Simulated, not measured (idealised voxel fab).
The following is a process module called voxel gate over fins.
Each square cell in cross-section cut measures 5 nm, and the section as a whole is 155 nm wide.
Think of the cross-section as a grid of square cells. We describe it in bands, top to bottom, and each band covers one or more rows of those cells. It is stipulated that each band's entry specify, in nanometres, the height of the top of the band and then that of its bottom, followed by the materials of the band in left-to-right sequence, each together with its width in nanometres. A single material marked by the word "all across" is understood to fill the band from edge to edge; the word "blank" is understood to denote empty space. Note: height 0 marks the level under which the wafer is uniformly one material as received. Lowest band unbounded below, written "0..down". The two numbers in a width such as "30..40" mark its ends across the band: the first belongs to the top row of cells, the second to the bottom row, and from each row to the next the width moves by the same amount. Given "no change" for a step, no cell of the cross-section differs between before and after that step. Entry "Enclosed voids". Content: empty spaces with no open connection to the top, size 8 cells or greater. Each: width x height at distance. Distance: from left edge. Unit: nm. Formally, on a step line, whatever follows the settings is a remark that the simulator itself makes on the step. overlay nm: mask right of planned place by this much (step with mask). Neg. = left. Pairs from here to the end. Each: cross-section before one process step, cross-section after it, the latter only as far down as the lowest band that changed. Under each: the step between, and its settings. Mind that the pairs may be taken from different runs of this module on the same starting wafer; whether a pair continues from the pair above depends on its entry headed "Pre-step geometry", and it does only where that entry says so.
[Pre-step geometry]
  10..5 = 50 nm blank, then 70 nm TiN, then 35 nm blank
  5..0 = 50 nm blank, then 5 nm TiN, then 25 nm HfO2, then 10 nm TiN, then 25 nm HfO2, then 5 nm TiN, then 35 nm blank
  0..-5 = 50 nm blank, then 5 nm TiN, then 5 nm HfO2, then 15 nm Si, then 5 nm HfO2, then 10 nm TiN, then 5 nm HfO2, then 15 nm Si, then 5 nm HfO2, then 5 nm TiN, then 35 nm blank
  -5..-10 = 55 nm TiN, then 5 nm HfO2, then 15 nm Si, then 5 nm HfO2, then 10 nm TiN, then 5 nm HfO2, then 15 nm Si, then 5 nm HfO2, then 40 nm TiN
  -10..-15 = 60 nm HfO2, then 15 nm Si, then 20 nm HfO2, then 15 nm Si, then 45 nm HfO2
  -15..-40 = 60 nm SiO2, then 15 nm Si, then 20 nm SiO2, then 15 nm Si, then 45 nm SiO2
  -40..down = Si all across
  Enclosed voids: none
[Structure After Step]
  20..10 = W all across
  10..5 = 50 nm W, then 70 nm TiN, then 35 nm W
  5..0 = 50 nm W, then 5 nm TiN, then 25 nm HfO2, then 10 nm TiN, then 25 nm HfO2, then 5 nm TiN, then 35 nm W
  0..-5 = 50 nm W, then 5 nm TiN, then 5 nm HfO2, then 15 nm Si, then 5 nm HfO2, then 10 nm TiN, then 5 nm HfO2, then 15 nm Si, then 5 nm HfO2, then 5 nm TiN, then 35 nm W
  Under -5: no change, same as before.
  Enclosed voids: none
For reference, the processing step occurring between the two cross-sections presented above is as follows: FILL_DEP (material W; thk nm 10)
Pre-step geometry: cross-section not repeated; it is the one shown after the step in the pair just above.
[Structure After Step]
  15..10 = W all across
  Under 10: no change, same as before.
  Enclosed voids: none
For reference, the processing step occurring between the two cross-sections presented above is as follows: CMP (height nm 15)
Pre-step geometry: cross-section not repeated; it is the one shown after the step in the pair just above.
[Structure After Step]
  25..15 = SiN all across
  Under 15: no change, same as before.
  Enclosed voids: none
For reference, the processing step occurring between the two cross-sections presented above is as follows: CONFORMAL_DEP (material SiN; thk nm 10)
[Pre-step geometry]
  0..-15 = 50 nm blank, then 15 nm Si, then 20 nm blank, then 15 nm Si, then 55 nm blank
  -15..-40 = 50 nm SiO2, then 15 nm Si, then 20 nm SiO2, then 15 nm Si, then 55 nm SiO2
  -40..down = Si all across
  Enclosed voids: none
[Structure After Step]
  5..0 = 45 nm blank, then 25 nm SiO2, then 10 nm blank, then 25 nm SiO2, then 50 nm blank
  0..-10 = 45 nm blank, then 5 nm SiO2, then 15 nm Si, then 5 nm SiO2, then 10 nm blank, then 5 nm SiO2, then 15 nm Si, then 5 nm SiO2, then 50 nm blank
  -10..-40 = 50 nm SiO2, then 15 nm Si, then 20 nm SiO2, then 15 nm Si, then 55 nm SiO2
  Under -40: no change, same as before.
  Enclosed voids: none
For reference, the processing step occurring between the two cross-sections presented above is as follows: CONFORMAL_DEP (material SiO2; thk nm 5)
Pre-step geometry: cross-section not repeated; it is the one shown after the step in the pair just above.
[Structure After Step]
  10..5 = 40 nm blank, then 70 nm TiN, then 45 nm blank
  5..0 = 40 nm blank, then 5 nm TiN, then 25 nm SiO2, then 10 nm TiN, then 25 nm SiO2, then 5 nm TiN, then 45 nm blank
  0..-5 = 40 nm blank, then 5 nm TiN, then 5 nm SiO2, then 15 nm Si, then 5 nm SiO2, then 10 nm TiN, then 5 nm SiO2, then 15 nm Si, then 5 nm SiO2, then 5 nm TiN, then 45 nm blank
  -5..-10 = 45 nm TiN, then 5 nm SiO2, then 15 nm Si, then 5 nm SiO2, then 10 nm TiN, then 5 nm SiO2, then 15 nm Si, then 5 nm SiO2, then 50 nm TiN
  Under -10: no change, same as before.
  Enclosed voids: none
For reference, the processing step occurring between the two cross-sections presented above is as follows: CONFORMAL_DEP (material TiN; thk nm 5)
Pre-step geometry: cross-section not repeated; it is the one shown after the step in the pair just above.
[Structure After Step]
  20..10 = W all across
  10..5 = 40 nm W, then 70 nm TiN, then 45 nm W
  5..0 = 40 nm W, then 5 nm TiN, then 25 nm SiO2, then 10 nm TiN, then 25 nm SiO2, then 5 nm TiN, then 45 nm W
  0..-5 = 40 nm W, then 5 nm TiN, then 5 nm SiO2, then 15 nm Si, then 5 nm SiO2, then 10 nm TiN, then 5 nm SiO2, then 15 nm Si, then 5 nm SiO2, then 5 nm TiN, then 45 nm W
  Under -5: no change, same as before.
  Enclosed voids: none
For reference, the processing step occurring between the two cross-sections presented above is as follows: FILL_DEP (material W; thk nm 10)
Pre-step geometry: cross-section not repeated; it is the one shown after the step in the pair just above.
[Structure After Step]
  15..10 = W all across
  Under 10: no change, same as before.
  Enclosed voids: none
For reference, the processing step occurring between the two cross-sections presented above is as follows: CMP (height nm 15)
Pre-step geometry: cross-section not repeated; it is the one shown after the step in the pair just above.
[Structure After Step]
  25..15 = SiN all across
  Under 15: no change, same as before.
  Enclosed voids: none
For reference, the processing step occurring between the two cross-sections presented above is as follows: CONFORMAL_DEP (material SiN; thk nm 10)
[Pre-step geometry]
  20..10 = aC all across
  10..0 = SiN all across
  0..down = Si all across
  Enclosed voids: none
[Structure After Step]
  50..20 = 50 nm resist, then 15 nm blank, then 20 nm resist, then 15 nm blank, then 55 nm resist
  Under 20: no change, same as before.
  Enclosed voids: none
For reference, the processing step occurring between the two cross-sections presented above is as follows: PATTERN (tone open; mask id FINS; material resist; width nm 15; pitch nm 35; thk nm 30; overlay nm 0)
Pre-step geometry: cross-section not repeated; it is the one shown after the step in the pair just above.
[Structure After Step]
  40..20 = 50 nm resist, then 15 nm blank, then 20 nm resist, then 15 nm blank, then 55 nm resist
  20..10 = 50 nm aC, then 15 nm blank, then 20 nm aC, then 15 nm blank, then 55 nm aC
  Under 10: no change, same as before.
  Enclosed voids: none
For reference, the processing step occurring between the two cross-sections presented above is as follows: DIRECTIONAL_ETCH (etch materials aC; depth nm 10)
Pre-step geometry: cross-section not repeated; it is the one shown after the step in the pair just above.
[Structure After Step]
  20..10 = 50 nm aC, then 15 nm blank, then 20 nm aC, then 15 nm blank, then 55 nm aC
  Under 10: no change, same as before.
  Enclosed voids: none
For reference, the processing step occurring between the two cross-sections presented above is as follows: STRIP (etch materials resist)
Pre-step geometry: cross-section not repeated; it is the one shown after the step in the pair just above.
[Structure After Step]
  20..10 = 50 nm aC, then 15 nm blank, then 20 nm aC, then 15 nm blank, then 55 nm aC
  10..0 = 50 nm SiN, then 15 nm blank, then 20 nm SiN, then 15 nm blank, then 55 nm SiN
  Under 0: no change, same as before.
  Enclosed voids: none
For reference, the processing step occurring between the two cross-sections presented above is as follows: DIRECTIONAL_ETCH (etch materials SiN; depth nm 10)
Pre-step geometry: cross-section not repeated; it is the one shown after the step in the pair just above.
[Structure After Step]
  20..10 = 50 nm aC, then 15 nm blank, then 20 nm aC, then 15 nm blank, then 55 nm aC
  10..0 = 50 nm SiN, then 15 nm blank, then 20 nm SiN, then 15 nm blank, then 55 nm SiN
  0..-40 = 50 nm Si, then 15 nm blank, then 20 nm Si, then 15 nm blank, then 55 nm Si
  Under -40: no change, same as before.
  Enclosed voids: none
For reference, the processing step occurring between the two cross-sections presented above is as follows: DIRECTIONAL_ETCH (etch materials Si; depth nm 40)
Pre-step geometry: cross-section not repeated; it is the one shown after the step in the pair just above.
[Structure After Step]
  10..0 = 50 nm SiN, then 15 nm blank, then 20 nm SiN, then 15 nm blank, then 55 nm SiN
  Under 0: no change, same as before.
  Enclosed voids: none
For reference, the processing step occurring between the two cross-sections presented above is as follows: STRIP (etch materials aC)
Pre-step geometry: cross-section not repeated; it is the one shown after the step in the pair just above.
[Structure After Step]
  20..10 = SiO2 all across
  10..0 = 50 nm SiN, then 15 nm SiO2, then 20 nm SiN, then 15 nm SiO2, then 55 nm SiN
  0..-40 = 50 nm Si, then 15 nm SiO2, then 20 nm Si, then 15 nm SiO2, then 55 nm Si
  Under -40: no change, same as before.
  Enclosed voids: none
For reference, the processing step occurring between the two cross-sections presented above is as follows: FILL_DEP (material SiO2; thk nm 10)
Pre-step geometry: cross-section not repeated; it is the one shown after the step in the pair just above.
[Structure After Step]
  10..0 = 50 nm SiN, then 15 nm SiO2, then 20 nm SiN, then 15 nm SiO2, then 55 nm SiN
  Under 0: no change, same as before.
  Enclosed voids: none
For reference, the processing step occurring between the two cross-sections presented above is as follows: CMP (height nm 10)
Pre-step geometry: cross-section not repeated; it is the one shown after the step in the pair just above.
[Structure After Step]
  10..0 = 50 nm SiN, then 15 nm blank, then 20 nm SiN, then 15 nm blank, then 55 nm SiN
  0..-15 = 50 nm Si, then 15 nm blank, then 20 nm Si, then 15 nm blank, then 55 nm Si
  Under -15: no change, same as before.
  Enclosed voids: none
For reference, the processing step occurring between the two cross-sections presented above is as follows: SELECTIVE_ETCH (etch materials SiO2; depth nm 25)
Pre-step geometry: cross-section not repeated; it is the one shown after the step in the pair just above.
[Structure After Step]
  0..-15 = 50 nm Si, then 15 nm blank, then 20 nm Si, then 15 nm blank, then 55 nm Si
  Under -15: no change, same as before.
  Enclosed voids: none
For reference, the processing step occurring between the two cross-sections presented above is as follows: STRIP (etch materials SiN)
Pre-step geometry: cross-section not repeated; it is the one shown after the step in the pair just above.
[Structure After Step]
  5..0 = 55 nm HfO2, then 5 nm blank, then 30 nm HfO2, then 5 nm blank, then 60 nm HfO2
  0..-10 = 50 nm Si, then 5 nm HfO2, then 5 nm blank, then 5 nm HfO2, then 20 nm Si, then 5 nm HfO2, then 5 nm blank, then 5 nm HfO2, then 55 nm Si
  -10..-15 = 50 nm Si, then 15 nm HfO2, then 20 nm Si, then 15 nm HfO2, then 55 nm Si
  Under -15: no change, same as before.
  Enclosed voids: none
For reference, the processing step occurring between the two cross-sections presented above is as follows: CONFORMAL_DEP (material HfO2; thk nm 5)
Pre-step geometry: cross-section not repeated; it is the one shown after the step in the pair just above.
[Structure After Step]
  10..5 = TiN all across
  5..0 = 55 nm HfO2, then 5 nm TiN, then 30 nm HfO2, then 5 nm TiN, then 60 nm HfO2
  0..-10 = 50 nm Si, then 5 nm HfO2, then 5 nm TiN, then 5 nm HfO2, then 20 nm Si, then 5 nm HfO2, then 5 nm TiN, then 5 nm HfO2, then 55 nm Si
  Under -10: no change, same as before.
  Enclosed voids: none
For reference, the processing step occurring between the two cross-sections presented above is as follows: CONFORMAL_DEP (material TiN; thk nm 5)
Pre-step geometry: cross-section not repeated; it is the one shown after the step in the pair just above.
[Structure After Step]
  20..10 = W all across
  Under 10: no change, same as before.
  Enclosed voids: none
For reference, the processing step occurring between the two cross-sections presented above is as follows: FILL_DEP (material W; thk nm 10)
Pre-step geometry: cross-section not repeated; it is the one shown after the step in the pair just above.
[Structure After Step]
  15..10 = W all across
  Under 10: no change, same as before.
  Enclosed voids: none
For reference, the processing step occurring between the two cross-sections presented above is as follows: CMP (height nm 15)
Pre-step geometry: cross-section not repeated; it is the one shown after the step in the pair just above.
[Structure After Step]
  25..15 = SiN all across
  Under 15: no change, same as before.
  Enclosed voids: none
For reference, the processing step occurring between the two cross-sections presented above is as follows: CONFORMAL_DEP (material SiN; thk nm 10)
